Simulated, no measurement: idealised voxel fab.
Proc. module: voxel wiring stack
Pictured: cross-section cut, 220 nm wide, on a grid of 5 nm square cells.
Cross-section = grid of square cells, listed top down in bands; band = one or more rows. Top height, bottom height, nm. Materials left to right, width each, nm. Single material + "all across" = fills band edge to edge. "blank" = empty. Heights are measured from 0, the level below which the as-received wafer is all one material; the lowest band has no bottom and continues downward, written as in "0..down". It should be noted that a width expressed as "30..40" varies in equal increments from row to row of cells within the band, taking the value of the first number at the top row and that of the second number at the bottom row. Step note "remained the same" = no cross-section cell changed. Entry "Fully sealed cavities". Content: empty spaces with no open connection to the top, size 8 cells or greater. Each: width x height at distance. Distance: from left edge. Unit: nm. Read whatever lies past the settings on a step's line as the simulator's own remark about the step. You can add "overlay nm" to a step's line. For a step with a mask, it describes how far the mask lay to the right of its planned position, and a negative number describes a lay to the left.
**Here's what the planned process steps look like**
1,RECEIVE,material Si
2,CONFORMAL_DEP,material SiO2,thk nm 15
3,CONFORMAL_DEP,material SiN,thk nm 5
4,DIRECTIONAL_DEP,material SiO2,thk nm 25
5,DIRECTIONAL_DEP,material aC,thk nm 15
6,PATTERN,tone open,mask id METAL_1,material resist,width nm 30,pitch nm 50,thk nm 35,overlay nm 0
7,DIRECTIONAL_ETCH,etch materials aC,depth nm 15
8,STRIP,etch materials resist
9,DIRECTIONAL_ETCH,etch materials SiO2,depth nm 25
10,DIRECTIONAL_ETCH,etch materials SiN,depth nm 5
11,STRIP,etch materials aC
12,CONFORMAL_DEP,material TiN,thk nm 5
13,FILL_DEP,material W,thk nm 5
14,CMP,height nm 45
15,EPI,material Ru,thk nm 5
16,FILL_DEP,material SiCN,thk nm 5
17,DIRECTIONAL_DEP,material lowk,thk nm 35
18,MASKED_ETCH,tone open,mask id METAL_2,width nm 30,pitch nm 50,etch materials lowk,depth nm 20,overlay nm 0
19,MASKED_ETCH,tone open,mask id METAL_2_HOLES,width nm 15,pitch nm 50,etch materials lowk,depth nm 15,overlay nm 0
20,MASKED_ETCH,tone open,mask id METAL_2_HOLES,width nm 15,pitch nm 50,etch materials SiCN,depth nm 5,overlay nm 0
21,CONFORMAL_DEP,material TiN,thk nm 5
22,FILL_DEP,material Cu,thk nm 10
23,CMP,height nm 90
24,CONFORMAL_DEP,material SiCN,thk nm 5
**As-received wafer cross-section (after step 1)**
> 0..down = Si all across
> Fully sealed cavities: none
**Run as planned - first of the two wafers cross-sectioned at the end of the module**
> 95..90 = SiCN all across
> 90..75 = lowk 20, TiN 5, Cu 20, TiN 5, lowk 20, TiN 5, Cu 20, TiN 5, lowk 20, TiN 5, Cu 20, TiN 5, lowk 20, TiN 5, Cu 20, TiN 5, lowk 20
> 75..70 = lowk 20, TiN 5, Cu 5, TiN 20, lowk 20, TiN 5, Cu 5, TiN 20, lowk 20, TiN 5, Cu 5, TiN 20, lowk 20, TiN 5, Cu 5, TiN 20, lowk 20
> 70..55 = lowk 20, TiN 5, Cu 5, TiN 5, lowk 35, TiN 5, Cu 5, TiN 5, lowk 35, TiN 5, Cu 5, TiN 5, lowk 35, TiN 5, Cu 5, TiN 5, lowk 35
> 55..50 = SiCN 20, TiN 15, SiCN 35, TiN 15, SiCN 35, TiN 15, SiCN 35, TiN 15, SiCN 35
> 50..45 = SiCN 15, Ru 40, SiCN 10, Ru 40, SiCN 10, Ru 40, SiCN 10, Ru 40, SiCN 15
> 45..20 = SiO2 20, TiN 5, W 20, TiN 5, SiO2 20, TiN 5, W 20, TiN 5, SiO2 20, TiN 5, W 20, TiN 5, SiO2 20, TiN 5, W 20, TiN 5, SiO2 20
> 20..15 = SiN 20, TiN 30, SiN 20, TiN 30, SiN 20, TiN 30, SiN 20, TiN 30, SiN 20
> 15..0 = SiO2 all across
> 0..down = Si all across
> Fully sealed cavities: none
**Cross-section, second wafer: same start as the first, same plan as the first, one mistake in running it; taken at the end of the module**
> 95..90 = SiCN all across
> 90..80 = lowk 15, TiN 5, Cu 25, TiN 5, lowk 15, TiN 5, Cu 25, TiN 5, lowk 15, TiN 5, Cu 25, TiN 5, lowk 15, TiN 5, Cu 25, TiN 5, lowk 20
> 80..70 = lowk 15..20, TiN 10..5, Cu 20..10, TiN 5..15, lowk 15..20, TiN 10..5, Cu 20..10, TiN 5..15, lowk 15..20, TiN 10..5, Cu 20..10, TiN 5..15, lowk 15..20, TiN 10..5, Cu 20..10, TiN 5..15, lowk 20
> 70..60 = lowk 20, TiN 5, Cu 10, TiN 5, lowk 30, TiN 5, Cu 10, TiN 5, lowk 30, TiN 5, Cu 10, TiN 5, lowk 30, TiN 5, Cu 10, TiN 5, lowk 30
> 60..55 = lowk 20, TiN 5, Cu 5, TiN 10, lowk 30, TiN 5, Cu 5, TiN 10, lowk 30, TiN 5, Cu 5, TiN 10, lowk 30, TiN 5, Cu 5, TiN 10, lowk 30
> 55..50 = SiCN 20, TiN 15, SiCN 35, TiN 15, SiCN 35, TiN 15, SiCN 35, TiN 15, SiCN 35
> 50..45 = SiCN 15, Ru 40, SiCN 10, Ru 40, SiCN 10, Ru 40, SiCN 10, Ru 40, SiCN 15
> 45..20 = SiO2 20, TiN 5, W 20, TiN 5, SiO2 20, TiN 5, W 20, TiN 5, SiO2 20, TiN 5, W 20, TiN 5, SiO2 20, TiN 5, W 20, TiN 5, SiO2 20
> 20..15 = SiN 20, TiN 30, SiN 20, TiN 30, SiN 20, TiN 30, SiN 20, TiN 30, SiN 20
> 15..0 = SiO2 all across
> 0..down = Si all across
> Fully sealed cavities: none
Heads up, the wafer didn't run the way we planned it: step 19 changed vs plan, executed as MASKED_ETCH,tone open,mask id METAL_2_HOLES,width nm 25,pitch nm 50,etch materials lowk,depth nm 15,overlay nm 0
The final cell counts differ between the wafers, with the second having more or fewer of some materials than the first: Cu +20 | TiN +4 | lowk -24
